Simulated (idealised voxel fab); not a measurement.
Proc. module: voxel tone inversion
Shown is cross-section cut, with a width of 240 nm and square cells of size 5 nm.
In what follows, cross-sections appear as grids of square cells, described through bands that run from the top down, where every band is one or more rows of cells.
Per band: top height and bottom height in nm, followed by the left-to-right materials and their widths in nm; "full width" marks a single material spanning edge to edge, "air" marks empty space.
Where do heights start? At 0: under that level the wafer as delivered is made of one material only. And the lowest band has no floor; it just carries on downward, as in "0 and below".
Think of "30->40" as a width that walks from the first number to the second as you go down the band, top row to bottom row, taking equal-sized steps from row to row.
A step reported as "nothing different" is a step in which no cell of the cross-section changed.
In "Tabulated closed voids" the enclosed voids are listed, meaning empty spaces of 8 cells or larger without any opening to the top. The form is width x height at distance, distance from the left edge, units nm.
On each step's line, the part that comes after the settings is the simulator's own comment on the step.
You can add "overlay nm" to a step's line. For a step with a mask, it describes how far the mask lay to the right of its planned position, and a negative number describes a lay to the left.
The planned process steps are enumerated hereunder
| 1 | RECEIVE with material Si |
| 2 | CONFORMAL_DEP with material SiCN, thk nm 5 |
| 3 | DIRECTIONAL_DEP with material polySi, thk nm 20 |
| 4 | PATTERN with tone cover, mask id POSTS, material resist, width nm 25, pitch nm 55, thk nm 30, overlay nm 0 |
| 5 | DIRECTIONAL_ETCH with etch materials polySi, depth nm 20 |
| 6 | STRIP with etch materials resist |
| 7 | FILL_DEP with material lowk, thk nm 10 |
| 8 | CMP with height nm 25 |
| 9 | STRIP with etch materials polySi |
The first wafer of two, processed as planned
Cross-section of the incoming wafer, state after step 1
> 0 and below: Si full width
> Tabulated closed voids: none
After step 2: wafer cross-section
> 5 down to 0: SiCN full width
> Beneath the level 0, the cross-section is identical to its previous state.
After step 3: wafer cross-section
> 25 down to 5: polySi full width
> Beneath the level 5, the cross-section is identical to its previous state.
After step 4: wafer cross-section
> 55 down to 25: air 50 nm | resist 25 nm | air 30 nm | resist 25 nm | air 30 nm | resist 25 nm | air 55 nm
> Beneath the level 25, the cross-section is identical to its previous state.
After step 5: wafer cross-section
> 55 down to 25: air 50 nm | resist 25 nm | air 30 nm | resist 25 nm | air 30 nm | resist 25 nm | air 55 nm
> 25 down to 5: air 50 nm | polySi 25 nm | air 30 nm | polySi 25 nm | air 30 nm | polySi 25 nm | air 55 nm
> Beneath the level 5, the cross-section is identical to its previous state.
After step 6: wafer cross-section
> 25 down to 5: air 50 nm | polySi 25 nm | air 30 nm | polySi 25 nm | air 30 nm | polySi 25 nm | air 55 nm
> Beneath the level 5, the cross-section is identical to its previous state.
After step 7: wafer cross-section
> 35 down to 25: lowk full width
> 25 down to 5: lowk 50 nm | polySi 25 nm | lowk 30 nm | polySi 25 nm | lowk 30 nm | polySi 25 nm | lowk 55 nm
> Beneath the level 5, the cross-section is identical to its previous state.
After step 8: wafer cross-section
> 25 down to 5: lowk 50 nm | polySi 25 nm | lowk 30 nm | polySi 25 nm | lowk 30 nm | polySi 25 nm | lowk 55 nm
> Beneath the level 5, the cross-section is identical to its previous state.
After step 9: wafer cross-section
> 25 down to 5: lowk 50 nm | air 25 nm | lowk 30 nm | air 25 nm | lowk 30 nm | air 25 nm | lowk 55 nm
> Beneath the level 5, the cross-section is identical to its previous state.
What follows concerns the second wafer, which started out like the first and was meant to follow the very same plan; one mistake crept in when it was run, but everything up to and including step 3 is the same as for the first wafer
Cross-section of the second wafer at the time step 4 of the plan should have ended
> 55 down to 25: air 50 nm | resist 30 nm | air 25 nm | resist 30 nm | air 25 nm | resist 30 nm | air 50 nm
> Beneath the level 25, the cross-section is identical to its previous state.
Cross-section of the second wafer at the time step 5 of the plan should have ended
> 55 down to 25: air 50 nm | resist 30 nm | air 25 nm | resist 30 nm | air 25 nm | resist 30 nm | air 50 nm
> 25 down to 5: air 50 nm | polySi 30 nm | air 25 nm | polySi 30 nm | air 25 nm | polySi 30 nm | air 50 nm
> Beneath the level 5, the cross-section is identical to its previous state.
Cross-section of the second wafer at the time step 6 of the plan should have ended
> 25 down to 5: air 50 nm | polySi 30 nm | air 25 nm | polySi 30 nm | air 25 nm | polySi 30 nm | air 50 nm
> Beneath the level 5, the cross-section is identical to its previous state.
Cross-section of the second wafer at the time step 7 of the plan should have ended
> 35 down to 25: lowk full width
> 25 down to 5: lowk 50 nm | polySi 30 nm | lowk 25 nm | polySi 30 nm | lowk 25 nm | polySi 30 nm | lowk 50 nm
> Beneath the level 5, the cross-section is identical to its previous state.
Cross-section of the second wafer at the time step 8 of the plan should have ended
> 25 down to 5: lowk 50 nm | polySi 30 nm | lowk 25 nm | polySi 30 nm | lowk 25 nm | polySi 30 nm | lowk 50 nm
> Beneath the level 5, the cross-section is identical to its previous state.
Cross-section of the second wafer at the time step 9 of the plan should have ended
> 25 down to 5: lowk 50 nm | air 30 nm | lowk 25 nm | air 30 nm | lowk 25 nm | air 30 nm | lowk 50 nm
> Beneath the level 5, the cross-section is identical to its previous state.
what went wrong: not per plan at step 4, really ran PATTERN with tone cover, mask id POSTS, material resist, width nm 30, pitch nm 55, thk nm 30, overlay nm 0
Cell-count delta at end, second wafer over first, by material: 12 fewer of lowk
